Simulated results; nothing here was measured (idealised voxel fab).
This section sets out a process module, namely voxel released beams.
We display cut, a cross-section 220 nm in width whose square cells are each 5 nm.
Throughout this document, each cross-section is represented as a grid of square cells and is presented as a sequence of bands enumerated from the top downward, where a band comprises one or more rows of cells.
Per band: top height and bottom height in nm, followed by the left-to-right materials and their widths in nm; "everywhere" marks a single material spanning edge to edge, "empty" marks empty space.
Note: height 0 marks the level under which the wafer is uniformly one material as received. Lowest band unbounded below, written "0 -> down".
The notation "30->40" denotes a width that varies across the rows of cells in the band, beginning at the first number in the top row, finishing at the second number in the bottom row, and changing by an identical amount from each row to the next.
No cell of the cross-section changed in a step that is given as "nothing altered".
This entry, "Closed void catalog", enumerates those empty regions of no fewer than 8 cells that possess no open connection to the top. Each region is reported in the form width x height at distance, the distance being taken from the left edge, with all three quantities expressed in nm.
On a step's line, text after the settings is the simulator commenting on that step.
overlay nm: mask offset rightward from planned place, masked step; negative means leftward offset.
Intended process steps
1. RECEIVE with material Si
2. CONFORMAL_DEP with material SiN, thk nm 5
3. DIRECTIONAL_DEP with material SiO2, thk nm 15
4. PATTERN with tone open, mask id ANCHOR, material resist, width nm 35, thk nm 20, overlay nm 0
5. DIRECTIONAL_ETCH with etch materials SiO2, depth nm 15
6. STRIP with etch materials resist
7. CONFORMAL_DEP with material TiN, thk nm 10
8. MASKED_ETCH with tone cover, mask id BEAM, width nm 105, etch materials TiN, depth nm 10, overlay nm 0
9. STRIP with etch materials SiO2
Cross-section of the wafer as it came to us, i.e., already through step 1
* 0 -> down  Si everywhere
* Closed void catalog: none
Sectioned view, first of two wafers, at the close of the module, processed as intended in the plan
* 30 -> 20  empty 55 | TiN 15 | empty 15 | TiN 75 | empty 60
* 20 -> 15  empty 60 | TiN 10 | empty 15 | TiN 10 | empty 125
* 15 -> 5  empty 60 | TiN 35 | empty 125
* 5 -> 0  SiN everywhere
* 0 -> down  Si everywhere
* Closed void catalog: none
Wafer two, sectioned after the module: the first wafer's start, the first wafer's plan, and one mistake in how it was run
* 10 -> 0  empty 55 | TiN 105 | empty 60
* 0 -> down  Si everywhere
* Closed void catalog: none
What broke from the plan during processing? planned and actual differ for step 6; actual: STRIP with etch materials SiN
It is noted that, at the conclusion of processing, the second wafer exhibits a higher or lower cell count for certain materials relative to the first: 44 fewer of SiN | 12 fewer of TiN
